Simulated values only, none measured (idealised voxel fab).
A process module follows: voxel spacer lines.
FYI the section here is cut, 155 nm wide, cells are 5 nm squares.
Cross-section, as written here: a square-cell grid given band by band from the top down, where a band holds one or more rows of cells.
Band: top height; bottom height; in nm. Then, left to right: material with width in nm, for each material. "all across": a single material spanning edge to edge. "air": empty space.
Height 0 is the level under which the wafer as received is all one material. The lowest band goes on downwards, as in "0..down".
A width such as "30..40" changes by the same amount from each row of cells to the next, from the band's top row to its bottom row.
"no alteration" means the step left every cell of the cross-section as it was.
What "Enclosed void list" gives you is every empty space of 8 cells or more that is cut off from the top. Each appears as width x height at distance, with the distance taken from the left edge and width, height and distance all in nm.
after a step's settings: what the simulator itself notes on the step
If you see "overlay nm" on a step's line and that step has a mask, it's telling you how far right of where it was planned the mask ended up; a negative number means it went left instead.
Process steps - plan
1 op RECEIVE | material Si
2 op CONFORMAL_DEP | material Al2O3 | thk nm 5
3 op DIRECTIONAL_DEP | material SiN | thk nm 10
4 op DIRECTIONAL_DEP | material polySi | thk nm 20
5 op PATTERN | tone cover | mask id MANDREL | material resist | width nm 25 | pitch nm 70 | thk nm 25 | overlay nm 0
6 op DIRECTIONAL_ETCH | etch materials polySi | depth nm 20
7 op STRIP | etch materials resist
8 op CONFORMAL_DEP | material SiO2 | thk nm 10
9 op DIRECTIONAL_ETCH | etch materials SiO2 | depth nm 10
10 op STRIP | etch materials polySi
11 op DIRECTIONAL_ETCH | etch materials SiN | depth nm 10
12 op STRIP | etch materials SiO2
The first of the two wafers, which ran as planned
As-received state of the wafer in cross-section, equivalent to post-step 1
> 0..down  Si all across
> Enclosed void list: none
Once step 2 is through, the wafer looks like this in cross-section
> 5..0  Al2O3 all across
> Below a height of 0, the structure has not been altered.
Once step 3 is through, the wafer looks like this in cross-section
> 15..5  SiN all across
> Below a height of 5, the structure has not been altered.
Once step 4 is through, the wafer looks like this in cross-section
> 35..15  polySi all across
> Below a height of 15, the structure has not been altered.
Once step 5 is through, the wafer looks like this in cross-section
> 60..35  air (30), resist (25), air (45), resist (25), air (30)
> Below a height of 35, the structure has not been altered.
Once step 6 is through, the wafer looks like this in cross-section
> 60..35  air (30), resist (25), air (45), resist (25), air (30)
> 35..15  air (30), polySi (25), air (45), polySi (25), air (30)
> Below a height of 15, the structure has not been altered.
Once step 7 is through, the wafer looks like this in cross-section
> 35..15  air (30), polySi (25), air (45), polySi (25), air (30)
> Below a height of 15, the structure has not been altered.
Once step 8 is through, the wafer looks like this in cross-section
> 45..35  air (20), SiO2 (45), air (25), SiO2 (45), air (20)
> 35..25  air (20), SiO2 (10), polySi (25), SiO2 (10), air (25), SiO2 (10), polySi (25), SiO2 (10), air (20)
> 25..15  SiO2 (30), polySi (25), SiO2 (45), polySi (25), SiO2 (30)
> Below a height of 15, the structure has not been altered.
Once step 9 is through, the wafer looks like this in cross-section
> 35..15  air (20), SiO2 (10), polySi (25), SiO2 (10), air (25), SiO2 (10), polySi (25), SiO2 (10), air (20)
> Below a height of 15, the structure has not been altered.
Once step 10 is through, the wafer looks like this in cross-section
> 35..15  air (20), SiO2 (10), air (25), SiO2 (10), air (25), SiO2 (10), air (25), SiO2 (10), air (20)
> Below a height of 15, the structure has not been altered.
Once step 11 is through, the wafer looks like this in cross-section
> 35..15  air (20), SiO2 (10), air (25), SiO2 (10), air (25), SiO2 (10), air (25), SiO2 (10), air (20)
> 15..5  air (20), SiN (10), air (25), SiN (10), air (25), SiN (10), air (25), SiN (10), air (20)
> Below a height of 5, the structure has not been altered.
Once step 12 is through, the wafer looks like this in cross-section
> 15..5  air (20), SiN (10), air (25), SiN (10), air (25), SiN (10), air (25), SiN (10), air (20)
> Below a height of 5, the structure has not been altered.
The second wafer was prepared from the same starting point and under the same plan as the first; its processing contained one mistake, and it remains indistinguishable from the first wafer up to and including step 10
Cross-section: second wafer, time at which step 11 was scheduled to end
> 35..15  air (20), SiO2 (10), air (25), SiO2 (10), air (25), SiO2 (10), air (25), SiO2 (10), air (20)
> 15..10  air (20), SiN (10), air (25), SiN (10), air (25), SiN (10), air (25), SiN (10), air (20)
> Below a height of 10, the structure has not been altered.
Cross-section: second wafer, time at which step 12 was scheduled to end
> 15..10  air (20), SiN (10), air (25), SiN (10), air (25), SiN (10), air (25), SiN (10), air (20)
> Below a height of 10, the structure has not been altered.
Plan not followed: step 11 was not run as planned; what actually ran was op DIRECTIONAL_ETCH | etch materials SiN | depth nm 5
The final cell counts differ between the wafers, with the second having more or fewer of some materials than the first: 23 more of SiN
